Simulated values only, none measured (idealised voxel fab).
Name of the process module below: voxel quadruple lines
For reference, the cross-section in this document is cut, with width 300 nm and square cells of 5 nm.
Throughout this document, each cross-section is represented as a grid of square cells and is presented as a sequence of bands enumerated from the top downward, where a band comprises one or more rows of cells.
Heads up on the band format: heights come first, top then bottom, in nm. After that it's the materials left to right, each with its width in nm. A single material flagged "throughout" fills the whole band edge to edge, and "blank" means there's empty space there.
We count height from 0. Below that, the starting wafer is all one material. The lowest band never ends at the bottom but goes on down; see "z 0 and below" for how that is written.
You'd read "30->40" like this: the band's top row of cells is as wide as the first number, its bottom row is as wide as the second, and going down, every row changes width by the same amount as the row before did.
Reading "no change" for a step: not a cell of the cross-section changed in it.
This entry, "Sealed void list", enumerates those empty regions of no fewer than 8 cells that possess no open connection to the top. Each region is reported in the form width x height at distance, the distance being taken from the left edge, with all three quantities expressed in nm.
On each step's line, the part that comes after the settings is the simulator's own comment on the step.
"overlay nm" on a masked step: distance the mask lay right of its planned place, negative for left.

-- So here's the lineup of process steps we planned
1. RECEIVE (material Si)
2. CONFORMAL_DEP (material Al2O3; thk nm 10)
3. DIRECTIONAL_DEP (material W; thk nm 10)
4. DIRECTIONAL_DEP (material polySi; thk nm 20)
5. DIRECTIONAL_DEP (material aC; thk nm 25)
6. PATTERN (tone cover; mask id MANDREL; material resist; width nm 15; pitch nm 80; thk nm 35; overlay nm 0)
7. DIRECTIONAL_ETCH (etch materials aC; depth nm 25)
8. STRIP (etch materials resist)
9. CONFORMAL_DEP (material SiO2; thk nm 15)
10. DIRECTIONAL_ETCH (etch materials SiO2; depth nm 15)
11. STRIP (etch materials aC)
12. DIRECTIONAL_ETCH (etch materials polySi; depth nm 20)
13. STRIP (etch materials SiO2)
14. CONFORMAL_DEP (material SiN; thk nm 5)
15. DIRECTIONAL_ETCH (etch materials SiN; depth nm 5)
16. STRIP (etch materials polySi)
17. DIRECTIONAL_ETCH (etch materials W; depth nm 10)
18. STRIP (etch materials SiN)
19. FILL_DEP (material lowk; thk nm 10)
20. CMP (height nm 20)
Wafers differ in width nm at step 6; plan lists the first wafer's value; identical starting state.

-- The first of several wafers as received, shown in cross-section; this is its state after step 1
- z 0 and below = Si throughout
- Sealed void list: none

-- First of several wafers, sectioned at end of module (last step: step 20)
- z 20 to 10 = lowk 80 nm, then W 5 nm, then lowk 15 nm, then W 5 nm, then lowk 5 nm, then W 5 nm, then lowk 15 nm, then W 5 nm, then lowk 25 nm, then W 5 nm, then lowk 15 nm, then W 5 nm, then lowk 5 nm, then W 5 nm, then lowk 15 nm, then W 5 nm, then lowk 85 nm
- z 10 to 0 = Al2O3 throughout
- z 0 and below = Si throughout
- Sealed void list: none

-- The final wafer, sectioned at module end
- z 20 to 10 = lowk 70 nm, then W 5 nm, then lowk 15 nm, then W 5 nm, then lowk 30 nm, then W 5 nm, then lowk 15 nm, then W 10 nm, then lowk 15 nm, then W 5 nm, then lowk 30 nm, then W 5 nm, then lowk 15 nm, then W 5 nm, then lowk 70 nm
- z 10 to 0 = Al2O3 throughout
- z 0 and below = Si throughout
- Sealed void list: none

-- Here is how to read the rows: every wafer has a row, and it shows the wafer at the end of the module, giving for each material how many cells were gained (+) or lost (-) since the wafer was received, then listing its closed voids
width nm 15, +120 Al2O3, +16 W, +104 lowk, Sealed void list: none
width nm 20, +120 Al2O3, +16 W, +104 lowk, Sealed void list: none
width nm 25, +120 Al2O3, +16 W, +104 lowk, Sealed void list: none
width nm 30, +120 Al2O3, +16 W, +104 lowk, Sealed void list: none
width nm 35, +120 Al2O3, +16 W, +104 lowk, Sealed void list: none
width nm 40, +120 Al2O3, +16 W, +104 lowk, Sealed void list: none
